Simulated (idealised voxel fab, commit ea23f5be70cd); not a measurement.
The following process module bears the name voxel lift off.
Shown is cross-section cut, with a width of 140 nm and square cells of size 5 nm.
In this document a cross-section is written as a grid of square cells. It is given as a series of bands, listed from the top down, and a band is one or more rows of cells.
Band: top height; bottom height; in nm. Then, left to right: material with width in nm, for each material. "full width": a single material spanning edge to edge. "air": empty space.
A quick word on heights: they are counted from 0, and under that level the wafer as it came to us is one material throughout. The lowest band is different from the rest in having no bottom; it simply continues downward, written as in "z 0 and below".
Width: "30..40" (first number = top row, second number = bottom row, same change from row to row of cells).
Basically "left unchanged" means that step didn't change any cell in the cross-section.
Closed empty spaces (no open way to the top) of 8 cells or more are what "Unvented voids" lists, each as width x height at distance from the left edge, nm for all three.
Note: text after step settings on the step line = simulator remark on that step.
The setting "overlay nm" may be written on the line of a step. When the step uses a mask, the value reports how far to the right of the planned place the mask lay, and a negative value reports that it lay to the left.

Process steps - plan:
| 1 | RECEIVE (material Si) |
| 2 | CONFORMAL_DEP (material Al2O3; thk nm 5) |
| 3 | PATTERN (tone open; mask id LINES; material resist; width nm 20; pitch nm 45; thk nm 20; overlay nm 0) |
| 4 | DIRECTIONAL_DEP (material Ru; thk nm 5) |
| 5 | STRIP (etch materials resist) |
| 6 | CONFORMAL_DEP (material SiCN; thk nm 5) |

Concerning the first of two wafers, which was run in accordance with the plan:

Step 1 complete: cross-section of the wafer as received:
z 0 and below = Si full width
Unvented voids: none

Cross-sectional representation of the wafer at the conclusion of step 2:
z 5 to 0 = Al2O3 full width
Whatever lies below 0 is exactly as it was before.

Cross-sectional representation of the wafer at the conclusion of step 3:
z 25 to 5 = 15 of resist, 20 of air, 25 of resist, 20 of air, 25 of resist, 20 of air, 15 of resist
Whatever lies below 5 is exactly as it was before.

Cross-sectional representation of the wafer at the conclusion of step 4:
z 30 to 25 = 15 of Ru, 20 of air, 25 of Ru, 20 of air, 25 of Ru, 20 of air, 15 of Ru
z 25 to 10 = 15 of resist, 20 of air, 25 of resist, 20 of air, 25 of resist, 20 of air, 15 of resist
z 10 to 5 = 15 of resist, 20 of Ru, 25 of resist, 20 of Ru, 25 of resist, 20 of Ru, 15 of resist
Whatever lies below 5 is exactly as it was before.

Cross-sectional representation of the wafer at the conclusion of step 5:
z 10 to 5 = 15 of air, 20 of Ru, 25 of air, 20 of Ru, 25 of air, 20 of Ru, 15 of air
Whatever lies below 5 is exactly as it was before.

Cross-sectional representation of the wafer at the conclusion of step 6:
z 15 to 10 = 10 of air, 30 of SiCN, 15 of air, 30 of SiCN, 15 of air, 30 of SiCN, 10 of air
z 10 to 5 = 15 of SiCN, 20 of Ru, 25 of SiCN, 20 of Ru, 25 of SiCN, 20 of Ru, 15 of SiCN
Whatever lies below 5 is exactly as it was before.

The second wafer: identical to the first at the outset and in its planned sequence, differing only in that one mistake was made during processing; up to and including step 2, its path is the first wafer's path:

Second wafer: cross-section at the scheduled end of step 3:
z 25 to 5 = 20 of resist, 15 of air, 30 of resist, 15 of air, 30 of resist, 15 of air, 15 of resist
Whatever lies below 5 is exactly as it was before.

Second wafer: cross-section at the scheduled end of step 4:
z 30 to 25 = 20 of Ru, 15 of air, 30 of Ru, 15 of air, 30 of Ru, 15 of air, 15 of Ru
z 25 to 10 = 20 of resist, 15 of air, 30 of resist, 15 of air, 30 of resist, 15 of air, 15 of resist
z 10 to 5 = 20 of resist, 15 of Ru, 30 of resist, 15 of Ru, 30 of resist, 15 of Ru, 15 of resist
Whatever lies below 5 is exactly as it was before.

Second wafer: cross-section at the scheduled end of step 5:
z 10 to 5 = 20 of air, 15 of Ru, 30 of air, 15 of Ru, 30 of air, 15 of Ru, 15 of air
Whatever lies below 5 is exactly as it was before.

Second wafer: cross-section at the scheduled end of step 6:
z 15 to 10 = 15 of air, 25 of SiCN, 20 of air, 25 of SiCN, 20 of air, 25 of SiCN, 10 of air
z 10 to 5 = 20 of SiCN, 15 of Ru, 30 of SiCN, 15 of Ru, 30 of SiCN, 15 of Ru, 15 of SiCN
Whatever lies below 5 is exactly as it was before.
Short version of what went wrong: step 3: run off-plan, actual operation and settings PATTERN (tone open; mask id LINES; material resist; width nm 15; pitch nm 45; thk nm 20; overlay nm 0)
The final cell counts differ between the wafers, with the second having more or fewer of some materials than the first: -3 Ru
